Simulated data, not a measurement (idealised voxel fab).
The following process module bears the name voxel self aligned vias.
Cross-section cut: width 145 nm, square cells of 5 nm.
Bands, listed from the top down, are how a cross-section gets written in this document; the cross-section itself is a grid of square cells, and a band is one or more rows of them. Read a band's entry like this: the first values are the height of its top and the height of its bottom in nm, and what follows is the sequence of materials from left to right, each with its width in nm. Note that "empty" is empty space, and that a single material marked "full width" reaches across the band from edge to edge. Zero point of the height axis is 0; under it, received wafer = one material. Lowest band: continues down indefinitely, "from 0 down". A width such as "30..40" changes by the same amount from each row of cells to the next, from the band's top row to its bottom row. "no alteration", as given for a step, is the statement that not any cell of the cross-section underwent a change during that step. "Trapped cavities" enumerates empty spaces isolated from the top, with no open way to it, that contain at least 8 cells, giving each as width x height at distance from the left edge, all three in nm. Where a step's line continues beyond its settings, the continuation is a remark by the simulator itself on that step. overlay nm, on a step with a mask: how far to the right of its planned place the mask lay; to the left if negative.
Planned step list for the process:
1) RECEIVE,material Si
2) CONFORMAL_DEP,material SiO2,thk nm 15
3) CONFORMAL_DEP,material SiCN,thk nm 5
4) DIRECTIONAL_DEP,material SiO2,thk nm 20
5) PATTERN,tone open,mask id LINES,material resist,width nm 20,pitch nm 50,thk nm 20,overlay nm 0
6) DIRECTIONAL_ETCH,etch materials SiO2,depth nm 20
7) STRIP,etch materials resist
8) CONFORMAL_DEP,material TiN,thk nm 5
9) FILL_DEP,material Ru,thk nm 10
10) CMP,height nm 40
11) SELECTIVE_ETCH,etch materials W Ru TiN,depth nm 5
12) FILL_DEP,material SiN,thk nm 5
13) CMP,height nm 40
14) DIRECTIONAL_DEP,material SiO2,thk nm 15
15) PATTERN,tone open,mask id VIAS,material resist,width nm 30,pitch nm 50,thk nm 20,overlay nm 0
16) DIRECTIONAL_ETCH,etch materials SiO2,depth nm 15
17) DIRECTIONAL_ETCH,etch materials SiN,depth nm 5
18) STRIP,etch materials resist
19) CONFORMAL_DEP,material TiN,thk nm 5
20) FILL_DEP,material W,thk nm 10
21) CMP,height nm 55
22) CONFORMAL_DEP,material SiCN,thk nm 5
Cross-section of the incoming wafer, state after step 1:
	from 0 down = Si full width
	Trapped cavities: none
The following cross-section depicts the wafer upon conclusion of the module. Processing commenced from the starting condition illustrated above and adhered to the plan illustrated above, save for one mistake in execution:
	from 60 to 55 = SiCN full width
	from 55 to 45 = SiO2: 30, then TiN: 5, then W: 20, then TiN: 5, then SiO2: 20, then TiN: 5, then W: 20, then TiN: 5, then SiO2: 35
	from 45 to 40 = SiO2: 30, then TiN: 10, then W: 10, then TiN: 10, then SiO2: 20, then TiN: 10, then W: 10, then TiN: 10, then SiO2: 35
	from 40 to 35 = SiO2: 35, then TiN: 20, then SiO2: 30, then TiN: 20, then SiO2: 40
	from 35 to 25 = SiO2: 35, then TiN: 5, then Ru: 10, then TiN: 5, then SiO2: 30, then TiN: 5, then Ru: 10, then TiN: 5, then SiO2: 40
	from 25 to 20 = SiO2: 35, then TiN: 20, then SiO2: 30, then TiN: 20, then SiO2: 40
	from 20 to 5 = SiO2 full width
	from 5 to 0 = SiCN full width
	from 0 down = Si full width
	Trapped cavities: none
Against the plan, the run slipped here: it was found that steps 2 and 3 of the process plan had been performed in exchanged positions
